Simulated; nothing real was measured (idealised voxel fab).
The following process module bears the name voxel self aligned contacts.
cross-section cut | 300 nm wide | cells 5 nm
In what follows, cross-sections appear as grids of square cells, described through bands that run from the top down, where every band is one or more rows of cells.
Band entry format. Leading values: height of top, height of bottom, nm. Remainder: materials in left-to-right order, each with its width in nm. Special words: "edge to edge" on a single material, which then fills the band edge to edge; "empty", empty space.
Heights from 0 (as-received wafer is one material below). Bottom band endless downward, as "top 0, no bottom".
Graded width ("30 to 40"): value in top row of band = first number; value in bottom row = second number; row-to-row change constant.
No cell of the cross-section changed in a step that is given as "everything unchanged".
Entry "Trapped void list" = empty spaces >= 8 cells with no open way to the top; each as width x height at distance, distance from left edge, all nm.
It should be noted that, on the line of a given step, the content following the step's settings is a remark produced by the simulator itself with respect to that step.
What "overlay nm" on a step's line means: if the step has a mask, that mask lay this far to the right of its planned place, or, when the value is negative, to the left.

Planned process steps
step 1: RECEIVE [material Si]
step 2: OXIDIZE [depth nm 5]
step 3: DIRECTIONAL_DEP [material polySi] [thk nm 25]
step 4: DIRECTIONAL_DEP [material SiN] [thk nm 25]
step 5: PATTERN [tone cover] [mask id GATE] [material resist] [width nm 25] [pitch nm 65] [thk nm 15] [overlay nm 0]
step 6: DIRECTIONAL_ETCH [etch materials SiN] [depth nm 25]
step 7: DIRECTIONAL_ETCH [etch materials polySi] [depth nm 25]
step 8: STRIP [etch materials resist]
step 9: CONFORMAL_DEP [material SiN] [thk nm 10]
step 10: DIRECTIONAL_ETCH [etch materials SiN] [depth nm 10]
step 11: FILL_DEP [material SiO2] [thk nm 15]
step 12: CMP [height nm 60]
step 13: MASKED_ETCH [tone open] [mask id CONTACT] [width nm 50] [etch materials SiO2] [depth nm 65] [overlay nm 0]
step 14: CONFORMAL_DEP [material TiN] [thk nm 5]
step 15: FILL_DEP [material Ru] [thk nm 5]
step 16: CMP [height nm 60]
step 17: CONFORMAL_DEP [material SiCN] [thk nm 5]

Cross-section of the incoming wafer, state after step 1
* top 0, no bottom = Si edge to edge
* Trapped void list: none

Figure: cross-sectional view of the wafer upon completion of the module, processed from the initial state and according to the plan depicted above, with one error introduced during execution
* top 65, bottom 60 = SiCN edge to edge
* top 60, bottom 55 = SiO2 (95); SiN (45); TiN (5); Ru (10); TiN (5); SiN (45); SiO2 (95)
* top 55, bottom 50 = SiO2 (95); SiN (45); TiN (20); SiN (45); SiO2 (95)
* top 50, bottom 25 = SiN edge to edge
* top 25, bottom 0 = polySi edge to edge
* top 0, bottom -5 = SiO2 edge to edge
* top -5, no bottom = Si edge to edge
* Trapped void list: none
Which mistake was made when the wafer was run? step 4 of the plan was carried out twice
